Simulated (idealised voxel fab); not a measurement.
The following is a process module called voxel air gaps.
We display cut, a cross-section 230 nm in width whose square cells are each 5 nm.
If you're reading a cross-section in this doc, picture square cells in a grid; it comes to you as bands, top ones listed first down to the bottom, and a band can be one or more rows of cells.
Each band's line starts with the height of the band's top and of its bottom, in nm. Then come its materials from left to right, each with its width in nm. One material with "full width" fills the band from edge to edge. "empty" is empty space.
Height 0 is the level under which the wafer as received is all one material. The lowest band goes on downwards, as in "z 0 and below".
Per-row width for "30->40": begins at first number (top row of band), ends at second number (bottom row), increment between rows held constant.
Step note "nothing changed" = no cross-section cell changed.
Basically, "Voids lacking openings" tells you about the enclosed voids: empty spaces with no open way to the top, 8 cells or bigger, each written width x height at distance, where distance is from the left edge, all in nm.
That trailing text on a step's line, after the settings, is the simulator's own remark on the step.
overlay nm: step with mask; distance mask lay right of planned place; negative value = left of planned place.
**Steps in the process plan**
1 RECEIVE,material Si
2 CONFORMAL_DEP,material SiO2,thk nm 10
3 CONFORMAL_DEP,material SiCN,thk nm 5
4 DIRECTIONAL_DEP,material SiO2,thk nm 35
5 PATTERN,tone open,mask id LINES,material resist,width nm 15,pitch nm 40,thk nm 20,overlay nm 0
6 DIRECTIONAL_ETCH,etch materials SiO2,depth nm 35
7 STRIP,etch materials resist
8 CONFORMAL_DEP,material TiN,thk nm 5
9 FILL_DEP,material W,thk nm 5
10 CMP,height nm 50
11 EPI,material Ru,thk nm 10
12 SELECTIVE_ETCH,etch materials SiO2,depth nm 45
13 CONFORMAL_DEP,material SiCN,thk nm 5
**Cross-section of the wafer upon arrival, representing the state reached after step 1**
- z 0 and below = Si full width
- Voids lacking openings: none
**a wafer at the end: this start, this plan, one mistake**
- z 65 to 60 = empty (50), then SiCN (125), then empty (55)
- z 60 to 50 = empty (50), then SiCN (5), then Ru (35), then SiCN (5), then Ru (35), then SiCN (5), then Ru (35), then SiCN (5), then empty (55)
- z 50 to 45 = empty (50), then SiCN (15), then TiN (5), then Ru (5), then TiN (5), then SiCN (25), then TiN (5), then Ru (5), then TiN (5), then SiCN (25), then TiN (5), then Ru (5), then TiN (5), then SiCN (15), then empty (55)
- z 45 to 20 = empty (60), then SiCN (5), then TiN (5), then Ru (5), then TiN (5), then SiCN (5), then empty (15), then SiCN (5), then TiN (5), then Ru (5), then TiN (5), then SiCN (5), then empty (15), then SiCN (5), then TiN (5), then Ru (5), then TiN (5), then SiCN (5), then empty (65)
- z 20 to 15 = SiCN (65), then TiN (15), then SiCN (25), then TiN (15), then SiCN (25), then TiN (15), then SiCN (70)
- z 15 to 10 = SiCN full width
- z 10 to 0 = SiO2 full width
- z 0 and below = Si full width
- Voids lacking openings: 15 x 25 at 85; 15 x 25 at 125
What went wrong in running the wafer? heads up, step 9 didn't go per plan, it actually ran as FILL_DEP,material Ru,thk nm 5
